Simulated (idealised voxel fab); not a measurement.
voxel gate over fins: a process module
For reference, the cross-section in this document is cut, with width 290 nm and square cells of 5 nm.
Cross-sections here: square-cell grids, written as top-down lists of bands, a band being one or more rows of cells.
Basically the band line says how high the top is and how high the bottom is, in nm, and then what's in it from left to right, every material with its width in nm. Empty space shows up as "blank", and if a single material carries "full width" it runs the full band edge to edge.
Height is counted from the level 0, under which the received wafer is composed throughout of one material. The lowest of the bands is not closed at the bottom but continues downward, in the notation "0 and below".
The two numbers in a width such as "30 to 40" mark its ends across the band: the first belongs to the top row of cells, the second to the bottom row, and from each row to the next the width moves by the same amount.
For the purposes of this document, the phrase "remained the same" attached to a step denotes that no cell within the cross-section was modified by that step.
The entry titled "Non-vented voids" provides the empty spaces that have no open way to the top, restricted to those of 8 cells or more. Each is presented as width x height at distance, the distance being measured from the left edge, with all three in nm.
What comes after the settings on a step's line is commentary from the simulator itself on that step.
Regarding "overlay nm": on a step with a mask, it is the distance the mask lay to the right of its planned place; a negative value places it to the left.
List of planned process steps:
| 1 | RECEIVE, material Si |
| 2 | CONFORMAL_DEP, material SiN, thk nm 5 |
| 3 | DIRECTIONAL_DEP, material aC, thk nm 15 |
| 4 | PATTERN, tone cover, mask id FINS, material resist, width nm 15, pitch nm 60, thk nm 35, overlay nm 0 |
| 5 | DIRECTIONAL_ETCH, etch materials aC, depth nm 15 |
| 6 | STRIP, etch materials resist |
| 7 | DIRECTIONAL_ETCH, etch materials SiN, depth nm 5 |
| 8 | DIRECTIONAL_ETCH, etch materials Si, depth nm 40 |
| 9 | STRIP, etch materials aC |
| 10 | FILL_DEP, material SiO2, thk nm 15 |
| 11 | CMP, height nm 5 |
| 12 | PATTERN, tone open, mask id RAIL, material resist, width nm 15, thk nm 15, overlay nm 0 |
| 13 | DIRECTIONAL_ETCH, etch materials SiO2, depth nm 40 |
| 14 | STRIP, etch materials resist |
| 15 | CONFORMAL_DEP, material TiN, thk nm 5 |
| 16 | FILL_DEP, material W, thk nm 5 |
| 17 | CMP, height nm 5 |
| 18 | SELECTIVE_ETCH, etch materials W Ru TiN, depth nm 20 |
| 19 | FILL_DEP, material SiO2, thk nm 5 |
| 20 | CMP, height nm 5 |
| 21 | SELECTIVE_ETCH, etch materials SiO2, depth nm 15 |
| 22 | STRIP, etch materials SiN |
| 23 | CONFORMAL_DEP, material HfO2, thk nm 5 |
| 24 | CONFORMAL_DEP, material TiN, thk nm 5 |
| 25 | FILL_DEP, material W, thk nm 15 |
| 26 | CMP, height nm 20 |
| 27 | CONFORMAL_DEP, material SiCN, thk nm 10 |
as received, after step 1:
> 0 and below | Si full width
> Non-vented voids: none
Here's the wafer cut in cross-section after the module, started and planned just like above, except one thing was done wrong in the run:
> 30 down to 20 | SiCN full width
> 20 down to 10 | W full width
> 10 down to 5 | 35 W, then 35 TiN, then 25 W, then 35 TiN, then 25 W, then 35 TiN, then 25 W, then 35 TiN, then 40 W
> 5 down to 0 | 35 W, then 5 TiN, then 25 HfO2, then 5 TiN, then 25 W, then 5 TiN, then 25 HfO2, then 5 TiN, then 25 W, then 5 TiN, then 25 HfO2, then 5 TiN, then 25 W, then 5 TiN, then 25 HfO2, then 5 TiN, then 40 W
> 0 down to -5 | 40 TiN, then 5 HfO2, then 15 Si, then 5 HfO2, then 35 TiN, then 5 HfO2, then 15 Si, then 5 HfO2, then 35 TiN, then 5 HfO2, then 15 Si, then 5 HfO2, then 35 TiN, then 5 HfO2, then 15 Si, then 5 HfO2, then 45 TiN
> -5 down to -10 | 45 HfO2, then 15 Si, then 45 HfO2, then 15 Si, then 45 HfO2, then 15 Si, then 45 HfO2, then 15 Si, then 50 HfO2
> -10 down to -15 | 45 SiO2, then 15 Si, then 45 SiO2, then 15 Si, then 45 SiO2, then 15 Si, then 45 SiO2, then 15 Si, then 50 SiO2
> -15 down to -30 | 40 W, then 5 TiN, then 15 Si, then 5 TiN, then 5 W, then 5 TiN, then 15 SiO2, then 5 TiN, then 5 W, then 5 TiN, then 15 Si, then 5 TiN, then 35 W, then 5 TiN, then 15 Si, then 5 TiN, then 35 W, then 5 TiN, then 15 Si, then 5 TiN, then 45 W
> -30 down to -35 | 45 TiN, then 15 Si, then 15 TiN, then 15 SiO2, then 15 TiN, then 15 Si, then 45 TiN, then 15 Si, then 45 TiN, then 15 Si, then 50 TiN
> -35 down to -40 | 45 SiO2, then 15 Si, then 45 SiO2, then 15 Si, then 45 SiO2, then 15 Si, then 45 SiO2, then 15 Si, then 50 SiO2
> -40 and below | Si full width
> Non-vented voids: none
Error vs. plan: in deviation from the planned setting, step 12 was conducted as PATTERN, tone cover, mask id RAIL, material resist, width nm 15, thk nm 15, overlay nm 0
